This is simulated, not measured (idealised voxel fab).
process module | voxel ribs on slabs
cross-section cut | 260 nm wide | cells 5 nm
A cross-section is a grid of square cells, given in bands from the top down. A band is one or more rows of cells.
Each band's line starts with the height of the band's top and of its bottom, in nm. Then come its materials from left to right, each with its width in nm. One material with "throughout" fills the band from edge to edge. "air" is empty space.
Height 0 is the level under which the wafer as received is all one material. The lowest band goes on downwards, as in "0 down".
A width such as "30 to 40" changes by the same amount from each row of cells to the next, from the band's top row to its bottom row.
"no change" after a step means that no cell of the cross-section changed.
closed voids: empty space of 8 cells or more with no open way to the top, each as width x height at its distance from the left edge, in nm
after a step's settings: what the simulator itself notes on the step
overlay nm, on a step with a mask: how far to the right of its planned place the mask lay; to the left if negative
plan
1 op RECEIVE | material Si
2 op DIRECTIONAL_DEP | material SiO2 | thk nm 25
3 op DIRECTIONAL_DEP | material SiN | thk nm 20
4 op MASKED_ETCH | tone cover | mask id RIB | width nm 30 | etch materials SiN | depth nm 5 | overlay nm 0
5 op DIRECTIONAL_DEP | material aC | thk nm 10
6 op PATTERN | tone cover | mask id SLAB | material resist | width nm 80 | thk nm 25 | overlay nm 0
7 op DIRECTIONAL_ETCH | etch materials aC | depth nm 10
8 op STRIP | etch materials resist
9 op DIRECTIONAL_ETCH | etch materials SiN | depth nm 15
10 op STRIP | etch materials aC
11 op FILL_DEP | material SiO2 | thk nm 20
12 op CMP | height nm 55
13 op DIRECTIONAL_DEP | material W | thk nm 10
14 op MASKED_ETCH | tone cover | mask id HEATER | width nm 40 | etch materials W | depth nm 10 | overlay nm 0
15 op CONFORMAL_DEP | material SiN | thk nm 5
first wafer, as planned
as received, after step 1
  0 down: Si throughout
  closed voids: none
after step 2
  25 to 0: SiO2 throughout
  below 0: unchanged
after step 3
  45 to 25: SiN throughout
  below 25: unchanged
after step 4
  45 to 40: air 115 | SiN 30 | air 115
  below 40: unchanged
after step 5
  55 to 50: air 115 | aC 30 | air 115
  50 to 45: aC throughout
  45 to 40: aC 115 | SiN 30 | aC 115
  below 40: unchanged
after step 6
  80 to 55: air 90 | resist 80 | air 90
  55 to 50: air 90 | resist 25 | aC 30 | resist 25 | air 90
  below 50: unchanged
after step 7
  70 to 55: air 90 | resist 80 | air 90
  55 to 50: air 90 | resist 25 | aC 30 | resist 25 | air 90
  50 to 45: air 90 | aC 80 | air 90
  45 to 40: air 90 | aC 25 | SiN 30 | aC 25 | air 90
  below 40: unchanged
after step 8
  55 to 45: air 115 to 90 | aC 30 to 80 | air 115 to 90
  below 45: unchanged
after step 9
  55 to 45: air 115 to 90 | aC 30 to 80 | air 115 to 90
  45 to 40: air 90 | aC 25 | SiN 30 | aC 25 | air 90
  40 to 25: air 90 | SiN 80 | air 90
  below 25: unchanged
after step 10
  45 to 40: air 115 | SiN 30 | air 115
  below 40: unchanged
after step 11
  65 to 45: SiO2 throughout
  45 to 40: SiO2 115 | SiN 30 | SiO2 115
  40 to 25: SiO2 90 | SiN 80 | SiO2 90
  below 25: unchanged
after step 12
  55 to 45: SiO2 throughout
  below 45: unchanged
after step 13
  65 to 55: W throughout
  below 55: unchanged
after step 14
  65 to 55: air 110 | W 40 | air 110
  below 55: unchanged
after step 15
  70 to 65: air 105 | SiN 50 | air 105
  65 to 60: air 105 | SiN 5 | W 40 | SiN 5 | air 105
  60 to 55: SiN 110 | W 40 | SiN 110
  below 55: unchanged
second wafer: like start, like plan, one mistake. Through step 14 it matches the first wafer
when step 15 should have ended: no change
what went wrong: step 15 was left out
at the end the second wafer has, in cells: 56 fewer of SiN
